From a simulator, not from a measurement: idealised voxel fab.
Presented below is a process module, voxel released beams.
Section shown: cut. Width: 165 nm. Cell size: 5 nm, square.
Think of the cross-section as a grid of square cells. We describe it in bands, top to bottom, and each band covers one or more rows of those cells.
Basically the band line says how high the top is and how high the bottom is, in nm, and then what's in it from left to right, every material with its width in nm. Empty space shows up as "blank", and if a single material carries "full width" it runs the full band edge to edge.
The level at which height equals 0 is the one under which the wafer, as it arrives, is entirely one material. No lower edge exists for the bottom band, which continues downward and is notated as in "0 and below".
Width "30 to 40": first value at the band's top row of cells, second value at its bottom row, equal change from row to row.
For the purposes of this document, the phrase "same as before" attached to a step denotes that no cell within the cross-section was modified by that step.
For the entry "Completely sealed voids", the listed items are empty spaces with no open way to the top whose size is 8 cells or more; each item follows the pattern width x height at distance, where distance is from the left edge and all three are in nm.
Heads up: the bit after the settings on a step's line is the simulator's remark on that step.
Among the settings permitted on a step's line is "overlay nm"; applied to a step with a mask, it specifies the extent to which the mask lay to the right of its planned position, whereas a negative figure signifies a position to the left.

THIS SECTION LISTS THE PROCESS STEPS THAT WERE PLANNED
- 1: RECEIVE: material Si
- 2: CONFORMAL_DEP: material SiN, thk nm 10
- 3: DIRECTIONAL_DEP: material SiO2, thk nm 20
- 4: PATTERN: tone open, mask id ANCHOR, material resist, width nm 30, thk nm 20, overlay nm 0
- 5: DIRECTIONAL_ETCH: etch materials SiO2, depth nm 20
- 6: STRIP: etch materials resist
- 7: CONFORMAL_DEP: material TiN, thk nm 10
- 8: MASKED_ETCH: tone cover, mask id BEAM, width nm 115, etch materials TiN, depth nm 10, overlay nm 0
- 9: STRIP: etch materials SiO2

FIRST OF THE TWO WAFERS, RUN PER PLAN

THE CROSS-SECTION HERE SHOWS THE WAFER AS RECEIVED, I.E. IN ITS STATE AFTER STEP 1
0 and below = Si full width
Completely sealed voids: none

STEP 2 DONE - WAFER CROSS-SECTION
10 down to 0 = SiN full width
Lower than 0, everything is as it was.

STEP 3 DONE - WAFER CROSS-SECTION
30 down to 10 = SiO2 full width
Lower than 10, everything is as it was.

STEP 4 DONE - WAFER CROSS-SECTION
50 down to 30 = 25 of resist / 30 of blank / 110 of resist
Lower than 30, everything is as it was.

STEP 5 DONE - WAFER CROSS-SECTION
50 down to 30 = 25 of resist / 30 of blank / 110 of resist
30 down to 10 = 25 of SiO2 / 30 of blank / 110 of SiO2
Lower than 10, everything is as it was.

STEP 6 DONE - WAFER CROSS-SECTION
30 down to 10 = 25 of SiO2 / 30 of blank / 110 of SiO2
Lower than 10, everything is as it was.

STEP 7 DONE - WAFER CROSS-SECTION
40 down to 30 = 35 of TiN / 10 of blank / 120 of TiN
30 down to 20 = 25 of SiO2 / 10 of TiN / 10 of blank / 10 of TiN / 110 of SiO2
20 down to 10 = 25 of SiO2 / 30 of TiN / 110 of SiO2
Lower than 10, everything is as it was.

STEP 8 DONE - WAFER CROSS-SECTION
40 down to 30 = 20 of blank / 15 of TiN / 10 of blank / 90 of TiN / 30 of blank
Lower than 30, everything is as it was.

STEP 9 DONE - WAFER CROSS-SECTION
40 down to 30 = 20 of blank / 15 of TiN / 10 of blank / 90 of TiN / 30 of blank
30 down to 20 = 25 of blank / 10 of TiN / 10 of blank / 10 of TiN / 110 of blank
20 down to 10 = 25 of blank / 30 of TiN / 110 of blank
Lower than 10, everything is as it was.

THE SECOND WAFER: IDENTICAL TO THE FIRST AT THE OUTSET AND IN ITS PLANNED SEQUENCE, DIFFERING ONLY IN THAT ONE MISTAKE WAS MADE DURING PROCESSING; UP TO AND INCLUDING STEP 7, ITS PATH IS THE FIRST WAFER'S PATH

CROSS-SECTIONAL REPRESENTATION OF THE SECOND WAFER AT THE TIME DESIGNATED IN THE PLAN FOR THE COMPLETION OF STEP 8
40 down to 35 = 20 of blank / 15 of TiN / 10 of blank / 90 of TiN / 30 of blank
Lower than 35, everything is as it was.

Cross-sectional representation of the second wafer at the time designated in the plan for the completion of step 9: same as before
The mistake made against the process plan was this: step 8 ran as: MASKED_ETCH: tone cover, mask id BEAM, width nm 115, etch materials TiN, depth nm 5, overlay nm 0
Bottom line after processing is that, in cells, the second wafer is up or down on some materials versus the first: SiO2 +108, TiN +10
